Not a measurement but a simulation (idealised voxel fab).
Documented hereafter: the process module known as voxel air gaps.
Section shown: cut. Width: 170 nm. Cell size: 5 nm, square.
Just so we're on the same page, the cross-sections are grids of square cells, and they're listed out in bands top to bottom, each band one or more rows deep. Basically the band line says how high the top is and how high the bottom is, in nm, and then what's in it from left to right, every material with its width in nm. Empty space shows up as "air", and if a single material carries "everywhere" it runs the full band edge to edge. Heights are measured from 0, the level below which the as-received wafer is all one material; the lowest band has no bottom and continues downward, written as in "0 and below". Read "30 to 40" as a graded width: first number on top, second number at the bottom, same change between each pair of neighbouring rows. "no change" means the step left every cell of the cross-section as it was. Enclosed void catalog: empty space of 8 cells or more with no open way to the top, each as width x height at its distance from the left edge, in nm. Whatever follows a step's settings on its line is a remark the simulator itself makes about that step. The "overlay nm" setting may appear on a step's line; for a step that uses a mask, it gives how far to the right of its planned position the mask lay, and a negative value indicates the left.
## Planned process steps
1. RECEIVE,material Si
2. CONFORMAL_DEP,material SiO2,thk nm 15
3. CONFORMAL_DEP,material SiCN,thk nm 5
4. DIRECTIONAL_DEP,material SiO2,thk nm 40
5. PATTERN,tone open,mask id LINES,material resist,width nm 25,pitch nm 50,thk nm 15,overlay nm 0
6. DIRECTIONAL_ETCH,etch materials SiO2,depth nm 40
7. STRIP,etch materials resist
8. CONFORMAL_DEP,material TiN,thk nm 5
9. FILL_DEP,material Cu,thk nm 5
10. CMP,height nm 60
11. EPI,material Ru,thk nm 10
12. SELECTIVE_ETCH,etch materials SiO2,depth nm 50
13. CONFORMAL_DEP,material SiCN,thk nm 5
## Incoming wafer, cross-sectional view, post step 1
  0 and below = Si everywhere
  Enclosed void catalog: none
## Cross-section taken at module completion on the first of two wafers; processed per the plan
  75 down to 70 = air 5 nm, SiCN 155 nm, air 10 nm
  70 down to 60 = air 5 nm, SiCN 5 nm, Ru 45 nm, SiCN 5 nm, Ru 45 nm, SiCN 5 nm, Ru 45 nm, SiCN 5 nm, air 10 nm
  60 down to 55 = air 5 nm, SiCN 15 nm, TiN 5 nm, Cu 15 nm, TiN 5 nm, SiCN 25 nm, TiN 5 nm, Cu 15 nm, TiN 5 nm, SiCN 25 nm, TiN 5 nm, Cu 15 nm, TiN 5 nm, SiCN 15 nm, air 10 nm
  55 down to 25 = air 15 nm, SiCN 5 nm, TiN 5 nm, Cu 15 nm, TiN 5 nm, SiCN 5 nm, air 15 nm, SiCN 5 nm, TiN 5 nm, Cu 15 nm, TiN 5 nm, SiCN 5 nm, air 15 nm, SiCN 5 nm, TiN 5 nm, Cu 15 nm, TiN 5 nm, SiCN 5 nm, air 20 nm
  25 down to 20 = SiCN 20 nm, TiN 25 nm, SiCN 25 nm, TiN 25 nm, SiCN 25 nm, TiN 25 nm, SiCN 25 nm
  20 down to 15 = SiCN everywhere
  15 down to 0 = SiO2 everywhere
  0 and below = Si everywhere
  Enclosed void catalog: 15 x 30 at 50; 15 x 30 at 100
## Second wafer of the two, sectioned at the end of the module. It began like the first and followed the same plan, but one mistake was made while running it
  75 down to 70 = SiCN everywhere
  70 down to 60 = Ru everywhere
  60 down to 20 = Cu everywhere
  20 down to 15 = SiCN everywhere
  15 down to 0 = SiO2 everywhere
  0 and below = Si everywhere
  Enclosed void catalog: none
It is concluded that the wafer was processed incorrectly with respect to the plan, in that step 4 did not happen as planned, as run it was DIRECTIONAL_DEP,material Cu,thk nm 40
The closing comparison, in cells, has the second wafer with more or fewer of some materials than the first: 209 more of Cu | 14 more of Ru | 76 fewer of SiCN | 57 fewer of TiN
At process end, closed voids number 2 in the first wafer and 0 in the second wafer.
